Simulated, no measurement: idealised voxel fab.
Title: Process Module voxel capacitor over wiring
Pictured: cross-section cut, 210 nm wide, on a grid of 5 nm square cells.
Throughout this document, each cross-section is represented as a grid of square cells and is presented as a sequence of bands enumerated from the top downward, where a band comprises one or more rows of cells. Band entry format. Leading values: height of top, height of bottom, nm. Remainder: materials in left-to-right order, each with its width in nm. Special words: "throughout" on a single material, which then fills the band edge to edge; "blank", empty space. Heights are measured from 0, the level below which the as-received wafer is all one material; the lowest band has no bottom and continues downward, written as in "0 and below". Width "30->40": first value at the band's top row of cells, second value at its bottom row, equal change from row to row. When a step is marked "nothing altered", none of the cells in the cross-section changed during that step. Any empty space of 8 cells or more lacking an open way to the top shows up in "Listed closed voids" as width x height at distance, distance from the left edge, in nm. Past the settings on a step's line: simulator remark, on that step. Each step line may optionally specify "overlay nm", which for a step with a mask gives the rightward distance between the mask's planned place and where it lay, a negative value indicating the leftward direction.

[Planned process steps]
step 1: RECEIVE [material Si]
step 2: CONFORMAL_DEP [material SiO2] [thk nm 10]
step 3: CONFORMAL_DEP [material SiCN] [thk nm 5]
step 4: DIRECTIONAL_DEP [material SiO2] [thk nm 25]
step 5: PATTERN [tone open] [mask id METAL_1] [material resist] [width nm 25] [pitch nm 80] [thk nm 20] [overlay nm 0]
step 6: DIRECTIONAL_ETCH [etch materials SiO2] [depth nm 25]
step 7: DIRECTIONAL_ETCH [etch materials SiCN] [depth nm 5]
step 8: STRIP [etch materials resist]
step 9: CONFORMAL_DEP [material TiN] [thk nm 5]
step 10: FILL_DEP [material Ru] [thk nm 10]
step 11: CMP [height nm 40]
step 12: CONFORMAL_DEP [material SiCN] [thk nm 5]
step 13: DIRECTIONAL_DEP [material lowk] [thk nm 15]
step 14: PATTERN [tone open] [mask id PLUG_1] [material resist] [width nm 15] [thk nm 15] [overlay nm 0]
step 15: DIRECTIONAL_ETCH [etch materials lowk] [depth nm 15]
step 16: DIRECTIONAL_ETCH [etch materials SiCN] [depth nm 5]
step 17: STRIP [etch materials resist]
step 18: EPI [material Ru] [thk nm 10]
step 19: EPI [material Ru] [thk nm 10]
step 20: DIRECTIONAL_DEP [material TiN] [thk nm 10]
step 21: DIRECTIONAL_DEP [material Al2O3] [thk nm 5]
step 22: DIRECTIONAL_DEP [material TiN] [thk nm 10]
step 23: DIRECTIONAL_DEP [material aC] [thk nm 10]
step 24: PATTERN [tone cover] [mask id UPPER_PLATE] [material resist] [width nm 60] [thk nm 25] [overlay nm 0]
step 25: DIRECTIONAL_ETCH [etch materials aC] [depth nm 10]
step 26: STRIP [etch materials resist]
step 27: DIRECTIONAL_ETCH [etch materials TiN] [depth nm 10]
step 28: DIRECTIONAL_ETCH [etch materials Al2O3] [depth nm 5]
step 29: STRIP [etch materials aC]
step 30: DIRECTIONAL_DEP [material aC] [thk nm 15]
step 31: PATTERN [tone cover] [mask id LOWER_PLATE] [material resist] [width nm 70] [thk nm 30] [overlay nm 0]
step 32: DIRECTIONAL_ETCH [etch materials aC] [depth nm 15]
step 33: STRIP [etch materials resist]
step 34: DIRECTIONAL_ETCH [etch materials TiN] [depth nm 10]
step 35: STRIP [etch materials aC]
step 36: FILL_DEP [material SiO2] [thk nm 15]
step 37: CMP [height nm 95]
step 38: DIRECTIONAL_DEP [material aC] [thk nm 10]
step 39: PATTERN [tone open] [mask id PLUG_2] [material resist] [width nm 15] [thk nm 25] [overlay nm 0]
step 40: DIRECTIONAL_ETCH [etch materials aC] [depth nm 10]
step 41: STRIP [etch materials resist]
step 42: DIRECTIONAL_ETCH [etch materials SiO2] [depth nm 10]
step 43: STRIP [etch materials aC]
step 44: CONFORMAL_DEP [material TiN] [thk nm 5]
step 45: FILL_DEP [material Cu] [thk nm 5]
step 46: CMP [height nm 95]
step 47: CONFORMAL_DEP [material SiN] [thk nm 5]

[First of the two wafers, run per plan]

[Step 1 complete: cross-section of the wafer as received]
    0 and below: Si throughout
    Listed closed voids: none

[State of the wafer after step 2, shown in cross-section]
    10 down to 0: SiO2 throughout
    Note: structure below 0 unchanged.

[State of the wafer after step 3, shown in cross-section]
    15 down to 10: SiCN throughout
    Note: structure below 10 unchanged.

[State of the wafer after step 4, shown in cross-section]
    40 down to 15: SiO2 throughout
    Note: structure below 15 unchanged.

[State of the wafer after step 5, shown in cross-section]
    60 down to 40: resist 50 nm, blank 25 nm, resist 55 nm, blank 25 nm, resist 55 nm
    Note: structure below 40 unchanged.

[State of the wafer after step 6, shown in cross-section]
    60 down to 40: resist 50 nm, blank 25 nm, resist 55 nm, blank 25 nm, resist 55 nm
    40 down to 15: SiO2 50 nm, blank 25 nm, SiO2 55 nm, blank 25 nm, SiO2 55 nm
    Note: structure below 15 unchanged.

[State of the wafer after step 7, shown in cross-section]
    60 down to 40: resist 50 nm, blank 25 nm, resist 55 nm, blank 25 nm, resist 55 nm
    40 down to 15: SiO2 50 nm, blank 25 nm, SiO2 55 nm, blank 25 nm, SiO2 55 nm
    15 down to 10: SiCN 50 nm, blank 25 nm, SiCN 55 nm, blank 25 nm, SiCN 55 nm
    Note: structure below 10 unchanged.

[State of the wafer after step 8, shown in cross-section]
    40 down to 15: SiO2 50 nm, blank 25 nm, SiO2 55 nm, blank 25 nm, SiO2 55 nm
    Note: structure below 15 unchanged.

[State of the wafer after step 9, shown in cross-section]
    45 down to 40: TiN 55 nm, blank 15 nm, TiN 65 nm, blank 15 nm, TiN 60 nm
    40 down to 15: SiO2 50 nm, TiN 5 nm, blank 15 nm, TiN 5 nm, SiO2 55 nm, TiN 5 nm, blank 15 nm, TiN 5 nm, SiO2 55 nm
    15 down to 10: SiCN 50 nm, TiN 25 nm, SiCN 55 nm, TiN 25 nm, SiCN 55 nm
    Note: structure below 10 unchanged.

[State of the wafer after step 10, shown in cross-section]
    55 down to 45: Ru throughout
    45 down to 40: TiN 55 nm, Ru 15 nm, TiN 65 nm, Ru 15 nm, TiN 60 nm
    40 down to 15: SiO2 50 nm, TiN 5 nm, Ru 15 nm, TiN 5 nm, SiO2 55 nm, TiN 5 nm, Ru 15 nm, TiN 5 nm, SiO2 55 nm
    Note: structure below 15 unchanged.

[State of the wafer after step 11, shown in cross-section]
    40 down to 15: SiO2 50 nm, TiN 5 nm, Ru 15 nm, TiN 5 nm, SiO2 55 nm, TiN 5 nm, Ru 15 nm, TiN 5 nm, SiO2 55 nm
    Note: structure below 15 unchanged.

[State of the wafer after step 12, shown in cross-section]
    45 down to 40: SiCN throughout
    Note: structure below 40 unchanged.

[State of the wafer after step 13, shown in cross-section]
    60 down to 45: lowk throughout
    Note: structure below 45 unchanged.

[State of the wafer after step 14, shown in cross-section]
    75 down to 60: resist 60 nm, blank 15 nm, resist 135 nm
    Note: structure below 60 unchanged.

[State of the wafer after step 15, shown in cross-section]
    75 down to 60: resist 60 nm, blank 15 nm, resist 135 nm
    60 down to 45: lowk 60 nm, blank 15 nm, lowk 135 nm
    Note: structure below 45 unchanged.

[State of the wafer after step 16, shown in cross-section]
    75 down to 60: resist 60 nm, blank 15 nm, resist 135 nm
    60 down to 45: lowk 60 nm, blank 15 nm, lowk 135 nm
    45 down to 40: SiCN 60 nm, blank 15 nm, SiCN 135 nm
    Note: structure below 40 unchanged.

[State of the wafer after step 17, shown in cross-section]
    60 down to 45: lowk 60 nm, blank 15 nm, lowk 135 nm
    Note: structure below 45 unchanged.

[State of the wafer after step 18, shown in cross-section]
    60 down to 50: lowk 60 nm, blank 15 nm, lowk 135 nm
    50 down to 45: lowk 60 nm, Ru 15 nm, lowk 135 nm
    45 down to 40: SiCN 60 nm, Ru 15 nm, SiCN 135 nm
    Note: structure below 40 unchanged.

[State of the wafer after step 19, shown in cross-section]
    60 down to 45: lowk 60 nm, Ru 15 nm, lowk 135 nm
    Note: structure below 45 unchanged.

[State of the wafer after step 20, shown in cross-section]
    70 down to 60: TiN throughout
    Note: structure below 60 unchanged.

[State of the wafer after step 21, shown in cross-section]
    75 down to 70: Al2O3 throughout
    Note: structure below 70 unchanged.

[State of the wafer after step 22, shown in cross-section]
    85 down to 75: TiN throughout
    Note: structure below 75 unchanged.

[State of the wafer after step 23, shown in cross-section]
    95 down to 85: aC throughout
    Note: structure below 85 unchanged.

[State of the wafer after step 24, shown in cross-section]
    120 down to 95: blank 60 nm, resist 60 nm, blank 90 nm
    Note: structure below 95 unchanged.

[State of the wafer after step 25, shown in cross-section]
    110 down to 95: blank 60 nm, resist 60 nm, blank 90 nm
    95 down to 85: blank 60 nm, aC 60 nm, blank 90 nm
    Note: structure below 85 unchanged.

[State of the wafer after step 26, shown in cross-section]
    95 down to 85: blank 60 nm, aC 60 nm, blank 90 nm
    Note: structure below 85 unchanged.

[State of the wafer after step 27, shown in cross-section]
    95 down to 85: blank 60 nm, aC 60 nm, blank 90 nm
    85 down to 75: blank 60 nm, TiN 60 nm, blank 90 nm
    Note: structure below 75 unchanged.

[State of the wafer after step 28, shown in cross-section]
    95 down to 85: blank 60 nm, aC 60 nm, blank 90 nm
    85 down to 75: blank 60 nm, TiN 60 nm, blank 90 nm
    75 down to 70: blank 60 nm, Al2O3 60 nm, blank 90 nm
    Note: structure below 70 unchanged.

[State of the wafer after step 29, shown in cross-section]
    85 down to 75: blank 60 nm, TiN 60 nm, blank 90 nm
    Note: structure below 75 unchanged.

[State of the wafer after step 30, shown in cross-section]
    100 down to 85: blank 60 nm, aC 60 nm, blank 90 nm
    85 down to 75: aC 60 nm, TiN 60 nm, aC 90 nm
    75 down to 70: aC 60 nm, Al2O3 60 nm, aC 90 nm
    Note: structure below 70 unchanged.

[State of the wafer after step 31, shown in cross-section]
    130 down to 100: blank 55 nm, resist 70 nm, blank 85 nm
    100 down to 85: blank 55 nm, resist 5 nm, aC 60 nm, resist 5 nm, blank 85 nm
    Note: structure below 85 unchanged.

[State of the wafer after step 32, shown in cross-section]
    115 down to 100: blank 55 nm, resist 70 nm, blank 85 nm
    100 down to 85: blank 55 nm, resist 5 nm, aC 60 nm, resist 5 nm, blank 85 nm
    85 down to 75: blank 55 nm, aC 5 nm, TiN 60 nm, aC 5 nm, blank 85 nm
    75 down to 70: blank 55 nm, aC 5 nm, Al2O3 60 nm, aC 5 nm, blank 85 nm
    Note: structure below 70 unchanged.

[State of the wafer after step 33, shown in cross-section]
    100 down to 85: blank 60 nm, aC 60 nm, blank 90 nm
    Note: structure below 85 unchanged.

[State of the wafer after step 34, shown in cross-section]
    100 down to 85: blank 60 nm, aC 60 nm, blank 90 nm
    85 down to 75: blank 55 nm, aC 5 nm, TiN 60 nm, aC 5 nm, blank 85 nm
    75 down to 70: blank 55 nm, aC 5 nm, Al2O3 60 nm, aC 5 nm, blank 85 nm
    70 down to 60: blank 55 nm, TiN 70 nm, blank 85 nm
    Note: structure below 60 unchanged.

[State of the wafer after step 35, shown in cross-section]
    85 down to 75: blank 60 nm, TiN 60 nm, blank 90 nm
    75 down to 70: blank 60 nm, Al2O3 60 nm, blank 90 nm
    Note: structure below 70 unchanged.

[State of the wafer after step 36, shown in cross-section]
    100 down to 85: SiO2 throughout
    85 down to 75: SiO2 60 nm, TiN 60 nm, SiO2 90 nm
    75 down to 70: SiO2 60 nm, Al2O3 60 nm, SiO2 90 nm
    70 down to 60: SiO2 55 nm, TiN 70 nm, SiO2 85 nm
    Note: structure below 60 unchanged.

[State of the wafer after step 37, shown in cross-section]
    95 down to 85: SiO2 throughout
    Note: structure below 85 unchanged.

[State of the wafer after step 38, shown in cross-section]
    105 down to 95: aC throughout
    Note: structure below 95 unchanged.

[State of the wafer after step 39, shown in cross-section]
    130 down to 105: resist 70 nm, blank 15 nm, resist 125 nm
    Note: structure below 105 unchanged.

[State of the wafer after step 40, shown in cross-section]
    120 down to 105: resist 70 nm, blank 15 nm, resist 125 nm
    105 down to 95: aC 70 nm, blank 15 nm, aC 125 nm
    Note: structure below 95 unchanged.

[State of the wafer after step 41, shown in cross-section]
    105 down to 95: aC 70 nm, blank 15 nm, aC 125 nm
    Note: structure below 95 unchanged.

[State of the wafer after step 42, shown in cross-section]
    105 down to 95: aC 70 nm, blank 15 nm, aC 125 nm
    95 down to 85: SiO2 70 nm, blank 15 nm, SiO2 125 nm
    Note: structure below 85 unchanged.

[State of the wafer after step 43, shown in cross-section]
    95 down to 85: SiO2 70 nm, blank 15 nm, SiO2 125 nm
    Note: structure below 85 unchanged.

[State of the wafer after step 44, shown in cross-section]
    100 down to 95: TiN 75 nm, blank 5 nm, TiN 130 nm
    95 down to 90: SiO2 70 nm, TiN 5 nm, blank 5 nm, TiN 5 nm, SiO2 125 nm
    90 down to 85: SiO2 70 nm, TiN 15 nm, SiO2 125 nm
    Note: structure below 85 unchanged.

[State of the wafer after step 45, shown in cross-section]
    105 down to 100: Cu throughout
    100 down to 95: TiN 75 nm, Cu 5 nm, TiN 130 nm
    95 down to 90: SiO2 70 nm, TiN 5 nm, Cu 5 nm, TiN 5 nm, SiO2 125 nm
    Note: structure below 90 unchanged.

[State of the wafer after step 46, shown in cross-section]
    95 down to 90: SiO2 70 nm, TiN 5 nm, Cu 5 nm, TiN 5 nm, SiO2 125 nm
    Note: structure below 90 unchanged.

[State of the wafer after step 47, shown in cross-section]
    100 down to 95: SiN throughout
    Note: structure below 95 unchanged.

[Wafer two. Identical start, identical plan. One mistake in execution. Identical history through step 38]

[Second wafer shown in cross-section at the time step 39 was slated to end]
    130 down to 105: resist 60 nm, blank 15 nm, resist 135 nm
    Note: structure below 105 unchanged.

[Second wafer shown in cross-section at the time step 40 was slated to end]
    120 down to 105: resist 60 nm, blank 15 nm, resist 135 nm
    105 down to 95: aC 60 nm, blank 15 nm, aC 135 nm
    Note: structure below 95 unchanged.

[Second wafer shown in cross-section at the time step 41 was slated to end]
    105 down to 95: aC 60 nm, blank 15 nm, aC 135 nm
    Note: structure below 95 unchanged.

[Second wafer shown in cross-section at the time step 42 was slated to end]
    105 down to 95: aC 60 nm, blank 15 nm, aC 135 nm
    95 down to 85: SiO2 60 nm, blank 15 nm, SiO2 135 nm
    Note: structure below 85 unchanged.

[Second wafer shown in cross-section at the time step 43 was slated to end]
    95 down to 85: SiO2 60 nm, blank 15 nm, SiO2 135 nm
    Note: structure below 85 unchanged.

[Second wafer shown in cross-section at the time step 44 was slated to end]
    100 down to 95: TiN 65 nm, blank 5 nm, TiN 140 nm
    95 down to 90: SiO2 60 nm, TiN 5 nm, blank 5 nm, TiN 5 nm, SiO2 135 nm
    90 down to 85: SiO2 60 nm, TiN 15 nm, SiO2 135 nm
    Note: structure below 85 unchanged.

[Second wafer shown in cross-section at the time step 45 was slated to end]
    105 down to 100: Cu throughout
    100 down to 95: TiN 65 nm, Cu 5 nm, TiN 140 nm
    95 down to 90: SiO2 60 nm, TiN 5 nm, Cu 5 nm, TiN 5 nm, SiO2 135 nm
    Note: structure below 90 unchanged.

[Second wafer shown in cross-section at the time step 46 was slated to end]
    95 down to 90: SiO2 60 nm, TiN 5 nm, Cu 5 nm, TiN 5 nm, SiO2 135 nm
    Note: structure below 90 unchanged.

[Second wafer shown in cross-section at the time step 47 was slated to end]
    100 down to 95: SiN throughout
    Note: structure below 95 unchanged.
What was the processing mistake? step 39 went in with a setting other than planned; the actual run was PATTERN [tone open] [mask id PLUG_2] [material resist] [width nm 15] [thk nm 25] [overlay nm -10]
Final wafers compared: equal cell tally per material, rearranged layout.
